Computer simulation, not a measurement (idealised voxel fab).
Title: Process Module voxel self aligned contacts
It is cross-section cut that appears here, measuring 285 nm in width, its square cells being 5 nm in size.
Notation: cross-section as square-cell grid; stated in bands, top first, going down; one or more cell rows per band. A band entry consists of two parts. The first gives the height of the band's top and the height of its bottom, in nm. The rest lists the band's materials from left to right, each with its width in nm. A single material labelled with the word "all across" fills the band from edge to edge, and the word "air" marks empty space. Height is counted from the level 0, under which the received wafer is composed throughout of one material. The lowest of the bands is not closed at the bottom but continues downward, in the notation "0 nm and below". The notation "30..40" denotes a width that varies across the rows of cells in the band, beginning at the first number in the top row, finishing at the second number in the bottom row, and changing by an identical amount from each row to the next. "identical to before" after a step means that no cell of the cross-section changed. In "Trapped voids" the enclosed voids are listed, meaning empty spaces of 8 cells or larger without any opening to the top. The form is width x height at distance, distance from the left edge, units nm. What comes after the settings on a step's line is commentary from the simulator itself on that step. For masked steps, "overlay nm" on the step line gives how far right of plan the mask actually lay; a minus sign means it lay to the left.
PROCESS STEPS FORESEEN IN THE PLAN
1: op RECEIVE | material Si
2: op OXIDIZE | depth nm 5
3: op DIRECTIONAL_DEP | material polySi | thk nm 20
4: op DIRECTIONAL_DEP | material SiN | thk nm 20
5: op MASKED_ETCH | tone cover | mask id GATE | width nm 35 | pitch nm 80 | etch materials SiN | depth nm 20 | overlay nm 0
6: op MASKED_ETCH | tone cover | mask id GATE | width nm 35 | pitch nm 80 | etch materials polySi | depth nm 20 | overlay nm 0
7: op CONFORMAL_DEP | material SiN | thk nm 10
8: op DIRECTIONAL_ETCH | etch materials SiN | depth nm 10
9: op FILL_DEP | material SiO2 | thk nm 15
10: op CMP | height nm 45
11: op PATTERN | tone open | mask id CONTACT | material resist | width nm 65 | thk nm 20 | overlay nm 0
12: op DIRECTIONAL_ETCH | etch materials SiO2 | depth nm 50
13: op STRIP | etch materials resist
14: op CONFORMAL_DEP | material TiN | thk nm 5
15: op FILL_DEP | material Ru | thk nm 10
16: op CMP | height nm 45
17: op CONFORMAL_DEP | material SiCN | thk nm 5
FIRST OF TWO WAFERS, PROCESSED ACCORDING TO PLAN
AS-RECEIVED WAFER CROSS-SECTION (AFTER STEP 1)
    0 nm and below: Si all across
    Trapped voids: none
WAFER SECTION VIEW AFTER PROCESSING STEP 2
    0 nm to -5 nm: SiO2 all across
    Below a height of -5, the structure has not been altered.
WAFER SECTION VIEW AFTER PROCESSING STEP 3
    20 nm to 0 nm: polySi all across
    Below a height of 0, the structure has not been altered.
WAFER SECTION VIEW AFTER PROCESSING STEP 4
    40 nm to 20 nm: SiN all across
    Below a height of 20, the structure has not been altered.
WAFER SECTION VIEW AFTER PROCESSING STEP 5
    40 nm to 20 nm: 85 nm air; 35 nm SiN; 45 nm air; 35 nm SiN; 85 nm air
    Below a height of 20, the structure has not been altered.
WAFER SECTION VIEW AFTER PROCESSING STEP 6
    40 nm to 20 nm: 85 nm air; 35 nm SiN; 45 nm air; 35 nm SiN; 85 nm air
    20 nm to 0 nm: 85 nm air; 35 nm polySi; 45 nm air; 35 nm polySi; 85 nm air
    Below a height of 0, the structure has not been altered.
WAFER SECTION VIEW AFTER PROCESSING STEP 7
    50 nm to 20 nm: 75 nm air; 55 nm SiN; 25 nm air; 55 nm SiN; 75 nm air
    20 nm to 10 nm: 75 nm air; 10 nm SiN; 35 nm polySi; 10 nm SiN; 25 nm air; 10 nm SiN; 35 nm polySi; 10 nm SiN; 75 nm air
    10 nm to 0 nm: 85 nm SiN; 35 nm polySi; 45 nm SiN; 35 nm polySi; 85 nm SiN
    Below a height of 0, the structure has not been altered.
WAFER SECTION VIEW AFTER PROCESSING STEP 8
    40 nm to 20 nm: 75 nm air; 55 nm SiN; 25 nm air; 55 nm SiN; 75 nm air
    20 nm to 0 nm: 75 nm air; 10 nm SiN; 35 nm polySi; 10 nm SiN; 25 nm air; 10 nm SiN; 35 nm polySi; 10 nm SiN; 75 nm air
    Below a height of 0, the structure has not been altered.
WAFER SECTION VIEW AFTER PROCESSING STEP 9
    55 nm to 40 nm: SiO2 all across
    40 nm to 20 nm: 75 nm SiO2; 55 nm SiN; 25 nm SiO2; 55 nm SiN; 75 nm SiO2
    20 nm to 0 nm: 75 nm SiO2; 10 nm SiN; 35 nm polySi; 10 nm SiN; 25 nm SiO2; 10 nm SiN; 35 nm polySi; 10 nm SiN; 75 nm SiO2
    Below a height of 0, the structure has not been altered.
WAFER SECTION VIEW AFTER PROCESSING STEP 10
    45 nm to 40 nm: SiO2 all across
    Below a height of 40, the structure has not been altered.
WAFER SECTION VIEW AFTER PROCESSING STEP 11
    65 nm to 45 nm: 110 nm resist; 65 nm air; 110 nm resist
    Below a height of 45, the structure has not been altered.
WAFER SECTION VIEW AFTER PROCESSING STEP 12
    65 nm to 45 nm: 110 nm resist; 65 nm air; 110 nm resist
    45 nm to 40 nm: 110 nm SiO2; 65 nm air; 110 nm SiO2
    40 nm to 20 nm: 75 nm SiO2; 55 nm SiN; 25 nm air; 55 nm SiN; 75 nm SiO2
    20 nm to 0 nm: 75 nm SiO2; 10 nm SiN; 35 nm polySi; 10 nm SiN; 25 nm air; 10 nm SiN; 35 nm polySi; 10 nm SiN; 75 nm SiO2
    0 nm to -5 nm: 130 nm SiO2; 25 nm air; 130 nm SiO2
    Below a height of -5, the structure has not been altered.
WAFER SECTION VIEW AFTER PROCESSING STEP 13
    45 nm to 40 nm: 110 nm SiO2; 65 nm air; 110 nm SiO2
    Below a height of 40, the structure has not been altered.
WAFER SECTION VIEW AFTER PROCESSING STEP 14
    50 nm to 45 nm: 115 nm TiN; 55 nm air; 115 nm TiN
    45 nm to 40 nm: 110 nm SiO2; 25 nm TiN; 15 nm air; 25 nm TiN; 110 nm SiO2
    40 nm to 20 nm: 75 nm SiO2; 55 nm SiN; 5 nm TiN; 15 nm air; 5 nm TiN; 55 nm SiN; 75 nm SiO2
    20 nm to 0 nm: 75 nm SiO2; 10 nm SiN; 35 nm polySi; 10 nm SiN; 5 nm TiN; 15 nm air; 5 nm TiN; 10 nm SiN; 35 nm polySi; 10 nm SiN; 75 nm SiO2
    0 nm to -5 nm: 130 nm SiO2; 25 nm TiN; 130 nm SiO2
    Below a height of -5, the structure has not been altered.
WAFER SECTION VIEW AFTER PROCESSING STEP 15
    60 nm to 50 nm: Ru all across
    50 nm to 45 nm: 115 nm TiN; 55 nm Ru; 115 nm TiN
    45 nm to 40 nm: 110 nm SiO2; 25 nm TiN; 15 nm Ru; 25 nm TiN; 110 nm SiO2
    40 nm to 20 nm: 75 nm SiO2; 55 nm SiN; 5 nm TiN; 15 nm Ru; 5 nm TiN; 55 nm SiN; 75 nm SiO2
    20 nm to 0 nm: 75 nm SiO2; 10 nm SiN; 35 nm polySi; 10 nm SiN; 5 nm TiN; 15 nm Ru; 5 nm TiN; 10 nm SiN; 35 nm polySi; 10 nm SiN; 75 nm SiO2
    Below a height of 0, the structure has not been altered.
WAFER SECTION VIEW AFTER PROCESSING STEP 16
    45 nm to 40 nm: 110 nm SiO2; 25 nm TiN; 15 nm Ru; 25 nm TiN; 110 nm SiO2
    Below a height of 40, the structure has not been altered.
WAFER SECTION VIEW AFTER PROCESSING STEP 17
    50 nm to 45 nm: SiCN all across
    Below a height of 45, the structure has not been altered.
SECOND WAFER - SHARED START AND PLAN WITH THE FIRST - ONE ERROR IN RUNNING - SAME AS THE FIRST UP TO STEP 1 INCLUSIVE
Cross-section of the second wafer corresponding to the planned conclusion of step 2: identical to before
CROSS-SECTION OF THE SECOND WAFER CORRESPONDING TO THE PLANNED CONCLUSION OF STEP 3
    20 nm to 0 nm: polySi all across
    Below a height of 0, the structure has not been altered.
CROSS-SECTION OF THE SECOND WAFER CORRESPONDING TO THE PLANNED CONCLUSION OF STEP 4
    40 nm to 20 nm: SiN all across
    Below a height of 20, the structure has not been altered.
CROSS-SECTION OF THE SECOND WAFER CORRESPONDING TO THE PLANNED CONCLUSION OF STEP 5
    40 nm to 20 nm: 85 nm air; 35 nm SiN; 45 nm air; 35 nm SiN; 85 nm air
    Below a height of 20, the structure has not been altered.
CROSS-SECTION OF THE SECOND WAFER CORRESPONDING TO THE PLANNED CONCLUSION OF STEP 6
    40 nm to 20 nm: 85 nm air; 35 nm SiN; 45 nm air; 35 nm SiN; 85 nm air
    20 nm to 0 nm: 85 nm air; 35 nm polySi; 45 nm air; 35 nm polySi; 85 nm air
    Below a height of 0, the structure has not been altered.
CROSS-SECTION OF THE SECOND WAFER CORRESPONDING TO THE PLANNED CONCLUSION OF STEP 7
    50 nm to 20 nm: 75 nm air; 55 nm SiN; 25 nm air; 55 nm SiN; 75 nm air
    20 nm to 10 nm: 75 nm air; 10 nm SiN; 35 nm polySi; 10 nm SiN; 25 nm air; 10 nm SiN; 35 nm polySi; 10 nm SiN; 75 nm air
    10 nm to 0 nm: 85 nm SiN; 35 nm polySi; 45 nm SiN; 35 nm polySi; 85 nm SiN
    Below a height of 0, the structure has not been altered.
CROSS-SECTION OF THE SECOND WAFER CORRESPONDING TO THE PLANNED CONCLUSION OF STEP 8
    40 nm to 20 nm: 75 nm air; 55 nm SiN; 25 nm air; 55 nm SiN; 75 nm air
    20 nm to 0 nm: 75 nm air; 10 nm SiN; 35 nm polySi; 10 nm SiN; 25 nm air; 10 nm SiN; 35 nm polySi; 10 nm SiN; 75 nm air
    Below a height of 0, the structure has not been altered.
CROSS-SECTION OF THE SECOND WAFER CORRESPONDING TO THE PLANNED CONCLUSION OF STEP 9
    55 nm to 40 nm: SiO2 all across
    40 nm to 20 nm: 75 nm SiO2; 55 nm SiN; 25 nm SiO2; 55 nm SiN; 75 nm SiO2
    20 nm to 0 nm: 75 nm SiO2; 10 nm SiN; 35 nm polySi; 10 nm SiN; 25 nm SiO2; 10 nm SiN; 35 nm polySi; 10 nm SiN; 75 nm SiO2
    Below a height of 0, the structure has not been altered.
CROSS-SECTION OF THE SECOND WAFER CORRESPONDING TO THE PLANNED CONCLUSION OF STEP 10
    45 nm to 40 nm: SiO2 all across
    Below a height of 40, the structure has not been altered.
CROSS-SECTION OF THE SECOND WAFER CORRESPONDING TO THE PLANNED CONCLUSION OF STEP 11
    65 nm to 45 nm: 110 nm resist; 65 nm air; 110 nm resist
    Below a height of 45, the structure has not been altered.
CROSS-SECTION OF THE SECOND WAFER CORRESPONDING TO THE PLANNED CONCLUSION OF STEP 12
    65 nm to 45 nm: 110 nm resist; 65 nm air; 110 nm resist
    45 nm to 40 nm: 110 nm SiO2; 65 nm air; 110 nm SiO2
    40 nm to 20 nm: 75 nm SiO2; 55 nm SiN; 25 nm air; 55 nm SiN; 75 nm SiO2
    20 nm to 0 nm: 75 nm SiO2; 10 nm SiN; 35 nm polySi; 10 nm SiN; 25 nm air; 10 nm SiN; 35 nm polySi; 10 nm SiN; 75 nm SiO2
    Below a height of 0, the structure has not been altered.
CROSS-SECTION OF THE SECOND WAFER CORRESPONDING TO THE PLANNED CONCLUSION OF STEP 13
    45 nm to 40 nm: 110 nm SiO2; 65 nm air; 110 nm SiO2
    Below a height of 40, the structure has not been altered.
CROSS-SECTION OF THE SECOND WAFER CORRESPONDING TO THE PLANNED CONCLUSION OF STEP 14
    50 nm to 45 nm: 115 nm TiN; 55 nm air; 115 nm TiN
    45 nm to 40 nm: 110 nm SiO2; 25 nm TiN; 15 nm air; 25 nm TiN; 110 nm SiO2
    40 nm to 20 nm: 75 nm SiO2; 55 nm SiN; 5 nm TiN; 15 nm air; 5 nm TiN; 55 nm SiN; 75 nm SiO2
    20 nm to 5 nm: 75 nm SiO2; 10 nm SiN; 35 nm polySi; 10 nm SiN; 5 nm TiN; 15 nm air; 5 nm TiN; 10 nm SiN; 35 nm polySi; 10 nm SiN; 75 nm SiO2
    5 nm to 0 nm: 75 nm SiO2; 10 nm SiN; 35 nm polySi; 10 nm SiN; 25 nm TiN; 10 nm SiN; 35 nm polySi; 10 nm SiN; 75 nm SiO2
    Below a height of 0, the structure has not been altered.
CROSS-SECTION OF THE SECOND WAFER CORRESPONDING TO THE PLANNED CONCLUSION OF STEP 15
    60 nm to 50 nm: Ru all across
    50 nm to 45 nm: 115 nm TiN; 55 nm Ru; 115 nm TiN
    45 nm to 40 nm: 110 nm SiO2; 25 nm TiN; 15 nm Ru; 25 nm TiN; 110 nm SiO2
    40 nm to 20 nm: 75 nm SiO2; 55 nm SiN; 5 nm TiN; 15 nm Ru; 5 nm TiN; 55 nm SiN; 75 nm SiO2
    20 nm to 5 nm: 75 nm SiO2; 10 nm SiN; 35 nm polySi; 10 nm SiN; 5 nm TiN; 15 nm Ru; 5 nm TiN; 10 nm SiN; 35 nm polySi; 10 nm SiN; 75 nm SiO2
    Below a height of 5, the structure has not been altered.
CROSS-SECTION OF THE SECOND WAFER CORRESPONDING TO THE PLANNED CONCLUSION OF STEP 16
    45 nm to 40 nm: 110 nm SiO2; 25 nm TiN; 15 nm Ru; 25 nm TiN; 110 nm SiO2
    Below a height of 40, the structure has not been altered.
CROSS-SECTION OF THE SECOND WAFER CORRESPONDING TO THE PLANNED CONCLUSION OF STEP 17
    50 nm to 45 nm: SiCN all across
    Below a height of 45, the structure has not been altered.
Heads up, the wafer didn't run the way we planned it: plan step 2: skipped, not run
Bottom line after processing is that, in cells, the second wafer is up or down on some materials versus the first: Ru -3; Si +57; SiO2 -52; TiN -2
